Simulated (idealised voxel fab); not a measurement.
The document below concerns the process module designated voxel gate over fins.
The figure presents cross-section cut, which has a width of 230 nm and is divided into square cells with an edge length of 5 nm.
This document writes a cross-section as a grid whose cells are square, and gives it as bands, listed from the top down; one or more rows of cells form a band. Read a band's entry like this: the first values are the height of its top and the height of its bottom in nm, and what follows is the sequence of materials from left to right, each with its width in nm. Note that "empty" is empty space, and that a single material marked "full width" reaches across the band from edge to edge. Height is counted from the level 0, under which the received wafer is composed throughout of one material. The lowest of the bands is not closed at the bottom but continues downward, in the notation "0..down". Width: "30->40" (first number = top row, second number = bottom row, same change from row to row of cells). Step note "no modification" = no cross-section cell changed. "Closed void catalog": sealed empty spaces, 8 cells or more, no open way to top, listed width x height at distance, with distance from the left edge and width, height and distance in nm. Anything after a step's settings on that line? It's the simulator's own note about the step. "overlay nm", when on a step's line for a step with a mask, measures how far to the right of its planned place the mask lay; a negative measure means to the left.
# List of planned process steps
1: RECEIVE | material Si
2: CONFORMAL_DEP | material SiN | thk nm 5
3: MASKED_ETCH | tone cover | mask id FINS | width nm 15 | pitch nm 35 | etch materials SiN | depth nm 5 | overlay nm 0
4: MASKED_ETCH | tone cover | mask id FINS | width nm 15 | pitch nm 35 | etch materials Si | depth nm 40 | overlay nm 0
5: OXIDIZE | depth nm 5
6: FILL_DEP | material SiO2 | thk nm 10
7: CMP | height nm 5
8: SELECTIVE_ETCH | etch materials SiO2 | depth nm 20
9: STRIP | etch materials SiN
10: CONFORMAL_DEP | material HfO2 | thk nm 5
11: CONFORMAL_DEP | material TiN | thk nm 5
12: FILL_DEP | material W | thk nm 15
13: CMP | height nm 20
14: CONFORMAL_DEP | material SiCN | thk nm 5
# as received, after step 1
> 0..down | Si full width
> Closed void catalog: none
# a wafer at the end: this start, this plan, one mistake
> 25..20 | SiCN full width
> 20..15 | W full width
> 15..10 | TiN full width
> 10..5 | HfO2 75  TiN 5  HfO2 30  TiN 5  HfO2 30  TiN 5  HfO2 80
> 5..0 | SiCN 70  HfO2 15  SiCN 20  HfO2 15  SiCN 20  HfO2 15  SiCN 75
> 0..-40 | SiCN 70  SiO2 5  Si 5  SiO2 5  SiCN 20  SiO2 5  Si 5  SiO2 5  SiCN 20  SiO2 5  Si 5  SiO2 5  SiCN 75
> -40..-45 | SiO2 75  Si 5  SiO2 30  Si 5  SiO2 30  Si 5  SiO2 80
> -45..down | Si full width
> Closed void catalog: none
What went wrong in running the wafer? it should be noted that step 6 was executed with settings other than those planned, the operation and settings actually applied being FILL_DEP | material SiCN | thk nm 10
